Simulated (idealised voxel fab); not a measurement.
Documented hereafter: the process module known as voxel wiring stack.
The figure presents cross-section cut, which has a width of 270 nm and is divided into square cells with an edge length of 5 nm.
Each cross-section below is a grid of square cells, stated as bands in top-down order, with one or more rows of cells making up each band.
A band entry consists of two parts. The first gives the height of the band's top and the height of its bottom, in nm. The rest lists the band's materials from left to right, each with its width in nm. A single material labelled with the word "everywhere" fills the band from edge to edge, and the word "blank" marks empty space.
Where do heights start? At 0: under that level the wafer as delivered is made of one material only. And the lowest band has no floor; it just carries on downward, as in "0..down".
Think of "30->40" as a width that walks from the first number to the second as you go down the band, top row to bottom row, taking equal-sized steps from row to row.
Reading "stayed the same" for a step: not a cell of the cross-section changed in it.
"Closed voids list" contains a list of empty spaces, each no smaller than 8 cells and without an open way to the top, written in the form width x height at distance with the distance from the left edge and all three in nm.
On a step's line, text after the settings is the simulator commenting on that step.
Among the settings permitted on a step's line is "overlay nm"; applied to a step with a mask, it specifies the extent to which the mask lay to the right of its planned position, whereas a negative figure signifies a position to the left.
THIS SECTION LISTS THE PROCESS STEPS THAT WERE PLANNED
1: op RECEIVE | material Si
2: op CONFORMAL_DEP | material SiO2 | thk nm 10
3: op DIRECTIONAL_DEP | material TiN | thk nm 5
4: op DIRECTIONAL_DEP | material W | thk nm 20
5: op MASKED_ETCH | tone cover | mask id METAL_1 | width nm 25 | pitch nm 55 | etch materials W | depth nm 20 | overlay nm 0
6: op MASKED_ETCH | tone cover | mask id METAL_1 | width nm 25 | pitch nm 55 | etch materials TiN | depth nm 5 | overlay nm 0
7: op CONFORMAL_DEP | material SiCN | thk nm 5
8: op FILL_DEP | material SiO2 | thk nm 5
9: op CMP | height nm 35
10: op CONFORMAL_DEP | material SiCN | thk nm 5
11: op DIRECTIONAL_DEP | material lowk | thk nm 15
12: op DIRECTIONAL_DEP | material aC | thk nm 15
13: op PATTERN | tone open | mask id PLUG_1 | material resist | width nm 15 | pitch nm 55 | thk nm 30 | overlay nm 0
14: op DIRECTIONAL_ETCH | etch materials aC | depth nm 15
15: op STRIP | etch materials resist
16: op DIRECTIONAL_ETCH | etch materials lowk | depth nm 15
17: op DIRECTIONAL_ETCH | etch materials SiCN | depth nm 5
18: op STRIP | etch materials aC
19: op CONFORMAL_DEP | material TiN | thk nm 5
20: op FILL_DEP | material Cu | thk nm 10
21: op CMP | height nm 55
22: op DIRECTIONAL_DEP | material TiN | thk nm 5
23: op DIRECTIONAL_DEP | material Ru | thk nm 20
24: op DIRECTIONAL_DEP | material aC | thk nm 15
25: op PATTERN | tone cover | mask id METAL_2 | material resist | width nm 25 | pitch nm 55 | thk nm 35 | overlay nm 0
26: op DIRECTIONAL_ETCH | etch materials aC | depth nm 15
27: op STRIP | etch materials resist
28: op DIRECTIONAL_ETCH | etch materials Ru | depth nm 20
29: op DIRECTIONAL_ETCH | etch materials TiN | depth nm 5
30: op STRIP | etch materials aC
31: op FILL_DEP | material SiO2 | thk nm 5
32: op CMP | height nm 80
33: op CONFORMAL_DEP | material SiCN | thk nm 5
34: op DIRECTIONAL_DEP | material lowk | thk nm 30
35: op PATTERN | tone open | mask id METAL_3 | material resist | width nm 25 | pitch nm 55 | thk nm 20 | overlay nm 0
36: op DIRECTIONAL_ETCH | etch materials lowk | depth nm 15
37: op STRIP | etch materials resist
38: op DIRECTIONAL_DEP | material aC | thk nm 15
39: op PATTERN | tone open | mask id METAL_3_HOLES | material resist | width nm 15 | thk nm 35 | overlay nm 0
40: op DIRECTIONAL_ETCH | etch materials aC | depth nm 15
41: op STRIP | etch materials resist
42: op DIRECTIONAL_ETCH | etch materials lowk | depth nm 15
43: op DIRECTIONAL_ETCH | etch materials SiCN | depth nm 5
44: op STRIP | etch materials aC
45: op CONFORMAL_DEP | material TiN | thk nm 5
46: op FILL_DEP | material Cu | thk nm 10
47: op CMP | height nm 115
48: op CONFORMAL_DEP | material SiN | thk nm 5
CROSS-SECTION OF THE WAFER AT RECEIPT, WHICH IS THE CONDITION AFTER STEP 1
	0..down: Si everywhere
	Closed voids list: none
WAFER CROSS-SECTION AT MODULE END: FIRST OF TWO, RUN TO PLAN
	120..115: SiN everywhere
	115..105: 95 nm lowk, 5 nm TiN, 15 nm Cu, 5 nm TiN, 30 nm lowk, 5 nm TiN, 15 nm Cu, 5 nm TiN, 95 nm lowk
	105..100: 95 nm lowk, 5 nm TiN, 5 nm Cu, 15 nm TiN, 30 nm lowk, 25 nm TiN, 95 nm lowk
	100..85: 95 nm lowk, 5 nm TiN, 5 nm Cu, 5 nm TiN, 160 nm lowk
	85..80: 95 nm SiCN, 15 nm TiN, 160 nm SiCN
	80..60: 95 nm SiO2, 25 nm Ru, 30 nm SiO2, 25 nm Ru, 95 nm SiO2
	60..55: 95 nm SiO2, 25 nm TiN, 30 nm SiO2, 25 nm TiN, 95 nm SiO2
	55..40: 95 nm lowk, 5 nm TiN, 5 nm Cu, 5 nm TiN, 40 nm lowk, 5 nm TiN, 5 nm Cu, 5 nm TiN, 105 nm lowk
	40..35: 95 nm SiCN, 15 nm TiN, 40 nm SiCN, 15 nm TiN, 105 nm SiCN
	35..15: 90 nm SiO2, 5 nm SiCN, 25 nm W, 5 nm SiCN, 20 nm SiO2, 5 nm SiCN, 25 nm W, 5 nm SiCN, 90 nm SiO2
	15..10: 95 nm SiCN, 25 nm TiN, 30 nm SiCN, 25 nm TiN, 95 nm SiCN
	10..0: SiO2 everywhere
	0..down: Si everywhere
	Closed voids list: none
CROSS-SECTION, WAFER TWO OF TWO, END OF MODULE: SAME START AND PLAN AS WAFER ONE, ONE ERROR IN EXECUTION
	120..115: SiN everywhere
	115..105: 90 nm lowk, 5 nm TiN, 20 nm Cu, 5 nm TiN, 30 nm lowk, 5 nm TiN, 15 nm Cu, 5 nm TiN, 95 nm lowk
	105..100: 90 nm lowk, 10 nm TiN, 10 nm Cu, 10 nm TiN, 30 nm lowk, 25 nm TiN, 95 nm lowk
	100..85: 95 nm lowk, 5 nm TiN, 10 nm Cu, 5 nm TiN, 155 nm lowk
	85..80: 95 nm SiCN, 20 nm TiN, 155 nm SiCN
	80..60: 95 nm SiO2, 25 nm Ru, 30 nm SiO2, 25 nm Ru, 95 nm SiO2
	60..55: 95 nm SiO2, 25 nm TiN, 30 nm SiO2, 25 nm TiN, 95 nm SiO2
	55..40: 95 nm lowk, 5 nm TiN, 5 nm Cu, 5 nm TiN, 40 nm lowk, 5 nm TiN, 5 nm Cu, 5 nm TiN, 105 nm lowk
	40..35: 95 nm SiCN, 15 nm TiN, 40 nm SiCN, 15 nm TiN, 105 nm SiCN
	35..15: 90 nm SiO2, 5 nm SiCN, 25 nm W, 5 nm SiCN, 20 nm SiO2, 5 nm SiCN, 25 nm W, 5 nm SiCN, 90 nm SiO2
	15..10: 95 nm SiCN, 25 nm TiN, 30 nm SiCN, 25 nm TiN, 95 nm SiCN
	10..0: SiO2 everywhere
	0..down: Si everywhere
	Closed voids list: none
Deviation noted in wafer processing: step 39 changed vs plan, executed as op PATTERN | tone open | mask id METAL_3_HOLES | material resist | width nm 25 | thk nm 35 | overlay nm 0
Cell-count delta at end, second wafer over first, by material: +6 Cu | -1 SiCN | +1 TiN | -6 lowk
